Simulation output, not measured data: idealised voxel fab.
process module | voxel self aligned vias
220 nm wide, 5 nm square cells: that's cross-section cut.
A cross-section in this document is a grid of square cells, and it is written down as bands, the top band listed before the ones below it; a band is made up of one or more rows of cells.
This entry defines a band. It first specifies the height of the band's top and the height of its bottom in nm, and then specifies the band's materials from left to right, stating each material with its width in nm. The word "throughout" identifies a single material that fills the band from edge to edge, while the word "air" identifies empty space.
Below 0: as-received wafer, all one material; heights counted from there. Lowest band: no bottom, goes on down, written "top 0, no bottom".
The two numbers in a width such as "30..40" mark its ends across the band: the first belongs to the top row of cells, the second to the bottom row, and from each row to the next the width moves by the same amount.
What does "remained the same" mean for a step? It means no cell of the cross-section changed in that step.
Closed internal cavities: empty space of 8 cells or more with no open way to the top, each as width x height at its distance from the left edge, in nm
The remark found on a step's line after its settings is issued by the simulator itself and pertains to that step.
overlay nm: mask right of planned place by this much (step with mask). Neg. = left.

## Below is the list of planned process steps
1. RECEIVE | material Si
2. CONFORMAL_DEP | material SiO2 | thk nm 10
3. CONFORMAL_DEP | material SiCN | thk nm 5
4. DIRECTIONAL_DEP | material lowk | thk nm 25
5. PATTERN | tone open | mask id LINES | material resist | width nm 20 | pitch nm 65 | thk nm 15 | overlay nm 0
6. DIRECTIONAL_ETCH | etch materials lowk | depth nm 25
7. STRIP | etch materials resist
8. CONFORMAL_DEP | material TiN | thk nm 5
9. FILL_DEP | material Ru | thk nm 10
10. CMP | height nm 40
11. SELECTIVE_ETCH | etch materials W Ru TiN | depth nm 10
12. FILL_DEP | material SiN | thk nm 10
13. CMP | height nm 40
14. DIRECTIONAL_DEP | material lowk | thk nm 20
15. DIRECTIONAL_DEP | material aC | thk nm 10
16. PATTERN | tone open | mask id VIAS | material resist | width nm 40 | thk nm 25 | overlay nm 0
17. DIRECTIONAL_ETCH | etch materials aC | depth nm 10
18. STRIP | etch materials resist
19. DIRECTIONAL_ETCH | etch materials lowk | depth nm 20
20. DIRECTIONAL_ETCH | etch materials SiN | depth nm 10
21. STRIP | etch materials aC
22. CONFORMAL_DEP | material TiN | thk nm 5
23. FILL_DEP | material W | thk nm 5
24. CMP | height nm 60
25. CONFORMAL_DEP | material SiCN | thk nm 5

## First wafer of two (run as planned)

## Step 1 complete: cross-section of the wafer as received
* top 0, no bottom: Si throughout
* Closed internal cavities: none

## Sectional view: wafer, after step 2
* top 10, bottom 0: SiO2 throughout
* Below 0, no change.

## Sectional view: wafer, after step 3
* top 15, bottom 10: SiCN throughout
* Below 10, no change.

## Sectional view: wafer, after step 4
* top 40, bottom 15: lowk throughout
* Below 15, no change.

## Sectional view: wafer, after step 5
* top 55, bottom 40: resist 65 nm | air 20 nm | resist 45 nm | air 20 nm | resist 70 nm
* Below 40, no change.

## Sectional view: wafer, after step 6
* top 55, bottom 40: resist 65 nm | air 20 nm | resist 45 nm | air 20 nm | resist 70 nm
* top 40, bottom 15: lowk 65 nm | air 20 nm | lowk 45 nm | air 20 nm | lowk 70 nm
* Below 15, no change.

## Sectional view: wafer, after step 7
* top 40, bottom 15: lowk 65 nm | air 20 nm | lowk 45 nm | air 20 nm | lowk 70 nm
* Below 15, no change.

## Sectional view: wafer, after step 8
* top 45, bottom 40: TiN 70 nm | air 10 nm | TiN 55 nm | air 10 nm | TiN 75 nm
* top 40, bottom 20: lowk 65 nm | TiN 5 nm | air 10 nm | TiN 5 nm | lowk 45 nm | TiN 5 nm | air 10 nm | TiN 5 nm | lowk 70 nm
* top 20, bottom 15: lowk 65 nm | TiN 20 nm | lowk 45 nm | TiN 20 nm | lowk 70 nm
* Below 15, no change.

## Sectional view: wafer, after step 9
* top 55, bottom 45: Ru throughout
* top 45, bottom 40: TiN 70 nm | Ru 10 nm | TiN 55 nm | Ru 10 nm | TiN 75 nm
* top 40, bottom 20: lowk 65 nm | TiN 5 nm | Ru 10 nm | TiN 5 nm | lowk 45 nm | TiN 5 nm | Ru 10 nm | TiN 5 nm | lowk 70 nm
* Below 20, no change.

## Sectional view: wafer, after step 10
* top 40, bottom 20: lowk 65 nm | TiN 5 nm | Ru 10 nm | TiN 5 nm | lowk 45 nm | TiN 5 nm | Ru 10 nm | TiN 5 nm | lowk 70 nm
* Below 20, no change.

## Sectional view: wafer, after step 11
* top 40, bottom 30: lowk 65 nm | air 20 nm | lowk 45 nm | air 20 nm | lowk 70 nm
* Below 30, no change.

## Sectional view: wafer, after step 12
* top 50, bottom 40: SiN throughout
* top 40, bottom 30: lowk 65 nm | SiN 20 nm | lowk 45 nm | SiN 20 nm | lowk 70 nm
* Below 30, no change.

## Sectional view: wafer, after step 13
* top 40, bottom 30: lowk 65 nm | SiN 20 nm | lowk 45 nm | SiN 20 nm | lowk 70 nm
* Below 30, no change.

## Sectional view: wafer, after step 14
* top 60, bottom 40: lowk throughout
* Below 40, no change.

## Sectional view: wafer, after step 15
* top 70, bottom 60: aC throughout
* Below 60, no change.

## Sectional view: wafer, after step 16
* top 95, bottom 70: resist 55 nm | air 40 nm | resist 125 nm
* Below 70, no change.

## Sectional view: wafer, after step 17
* top 85, bottom 70: resist 55 nm | air 40 nm | resist 125 nm
* top 70, bottom 60: aC 55 nm | air 40 nm | aC 125 nm
* Below 60, no change.

## Sectional view: wafer, after step 18
* top 70, bottom 60: aC 55 nm | air 40 nm | aC 125 nm
* Below 60, no change.

## Sectional view: wafer, after step 19
* top 70, bottom 60: aC 55 nm | air 40 nm | aC 125 nm
* top 60, bottom 40: lowk 55 nm | air 40 nm | lowk 125 nm
* Below 40, no change.

## Sectional view: wafer, after step 20
* top 70, bottom 60: aC 55 nm | air 40 nm | aC 125 nm
* top 60, bottom 40: lowk 55 nm | air 40 nm | lowk 125 nm
* top 40, bottom 30: lowk 65 nm | air 20 nm | lowk 45 nm | SiN 20 nm | lowk 70 nm
* Below 30, no change.

## Sectional view: wafer, after step 21
* top 60, bottom 40: lowk 55 nm | air 40 nm | lowk 125 nm
* Below 40, no change.

## Sectional view: wafer, after step 22
* top 65, bottom 60: TiN 60 nm | air 30 nm | TiN 130 nm
* top 60, bottom 45: lowk 55 nm | TiN 5 nm | air 30 nm | TiN 5 nm | lowk 125 nm
* top 45, bottom 40: lowk 55 nm | TiN 15 nm | air 10 nm | TiN 15 nm | lowk 125 nm
* top 40, bottom 35: lowk 65 nm | TiN 5 nm | air 10 nm | TiN 5 nm | lowk 45 nm | SiN 20 nm | lowk 70 nm
* top 35, bottom 30: lowk 65 nm | TiN 20 nm | lowk 45 nm | SiN 20 nm | lowk 70 nm
* Below 30, no change.

## Sectional view: wafer, after step 23
* top 70, bottom 65: W throughout
* top 65, bottom 60: TiN 60 nm | W 30 nm | TiN 130 nm
* top 60, bottom 45: lowk 55 nm | TiN 5 nm | W 30 nm | TiN 5 nm | lowk 125 nm
* top 45, bottom 40: lowk 55 nm | TiN 15 nm | W 10 nm | TiN 15 nm | lowk 125 nm
* top 40, bottom 35: lowk 65 nm | TiN 5 nm | W 10 nm | TiN 5 nm | lowk 45 nm | SiN 20 nm | lowk 70 nm
* Below 35, no change.

## Sectional view: wafer, after step 24
* top 60, bottom 45: lowk 55 nm | TiN 5 nm | W 30 nm | TiN 5 nm | lowk 125 nm
* Below 45, no change.

## Sectional view: wafer, after step 25
* top 65, bottom 60: SiCN throughout
* Below 60, no change.

## Companion wafer, the second of two: same beginning, same intended sequence, one mistake in carrying it out; through step 2 inclusive it tracks the first exactly

## Look at the second wafer in cross-section at the time step 3 ought to have finished
* top 35, bottom 10: lowk throughout
* Below 10, no change.

## Look at the second wafer in cross-section at the time step 4 ought to have finished
* top 40, bottom 35: SiCN throughout
* Below 35, no change.

## Look at the second wafer in cross-section at the time step 5 ought to have finished
* top 55, bottom 40: resist 65 nm | air 20 nm | resist 45 nm | air 20 nm | resist 70 nm
* Below 40, no change.

Look at the second wafer in cross-section at the time step 6 ought to have finished: remained the same

## Look at the second wafer in cross-section at the time step 7 ought to have finished
* top 40, bottom 35: SiCN throughout
* Below 35, no change.

## Look at the second wafer in cross-section at the time step 8 ought to have finished
* top 45, bottom 40: TiN throughout
* Below 40, no change.

## Look at the second wafer in cross-section at the time step 9 ought to have finished
* top 55, bottom 45: Ru throughout
* Below 45, no change.

## Look at the second wafer in cross-section at the time step 10 ought to have finished
* top 40, bottom 35: SiCN throughout
* Below 35, no change.

Look at the second wafer in cross-section at the time step 11 ought to have finished: remained the same

## Look at the second wafer in cross-section at the time step 12 ought to have finished
* top 50, bottom 40: SiN throughout
* Below 40, no change.

## Look at the second wafer in cross-section at the time step 13 ought to have finished
* top 40, bottom 35: SiCN throughout
* Below 35, no change.

## Look at the second wafer in cross-section at the time step 14 ought to have finished
* top 60, bottom 40: lowk throughout
* Below 40, no change.

## Look at the second wafer in cross-section at the time step 15 ought to have finished
* top 70, bottom 60: aC throughout
* Below 60, no change.

## Look at the second wafer in cross-section at the time step 16 ought to have finished
* top 95, bottom 70: resist 55 nm | air 40 nm | resist 125 nm
* Below 70, no change.

## Look at the second wafer in cross-section at the time step 17 ought to have finished
* top 85, bottom 70: resist 55 nm | air 40 nm | resist 125 nm
* top 70, bottom 60: aC 55 nm | air 40 nm | aC 125 nm
* Below 60, no change.

## Look at the second wafer in cross-section at the time step 18 ought to have finished
* top 70, bottom 60: aC 55 nm | air 40 nm | aC 125 nm
* Below 60, no change.

## Look at the second wafer in cross-section at the time step 19 ought to have finished
* top 70, bottom 60: aC 55 nm | air 40 nm | aC 125 nm
* top 60, bottom 40: lowk 55 nm | air 40 nm | lowk 125 nm
* Below 40, no change.

Look at the second wafer in cross-section at the time step 20 ought to have finished: remained the same

## Look at the second wafer in cross-section at the time step 21 ought to have finished
* top 60, bottom 40: lowk 55 nm | air 40 nm | lowk 125 nm
* Below 40, no change.

## Look at the second wafer in cross-section at the time step 22 ought to have finished
* top 65, bottom 60: TiN 60 nm | air 30 nm | TiN 130 nm
* top 60, bottom 45: lowk 55 nm | TiN 5 nm | air 30 nm | TiN 5 nm | lowk 125 nm
* top 45, bottom 40: lowk 55 nm | TiN 40 nm | lowk 125 nm
* Below 40, no change.

## Look at the second wafer in cross-section at the time step 23 ought to have finished
* top 70, bottom 65: W throughout
* top 65, bottom 60: TiN 60 nm | W 30 nm | TiN 130 nm
* top 60, bottom 45: lowk 55 nm | TiN 5 nm | W 30 nm | TiN 5 nm | lowk 125 nm
* Below 45, no change.

## Look at the second wafer in cross-section at the time step 24 ought to have finished
* top 60, bottom 45: lowk 55 nm | TiN 5 nm | W 30 nm | TiN 5 nm | lowk 125 nm
* Below 45, no change.

## Look at the second wafer in cross-section at the time step 25 ought to have finished
* top 65, bottom 60: SiCN throughout
* Below 60, no change.
Deviation from plan: steps 3 and 4 got flipped, so each one ran where the other should have
Bottom line after processing is that, in cells, the second wafer is up or down on some materials versus the first: 8 fewer of Ru | 8 fewer of SiN | 20 fewer of TiN | 4 fewer of W | 40 more of lowk
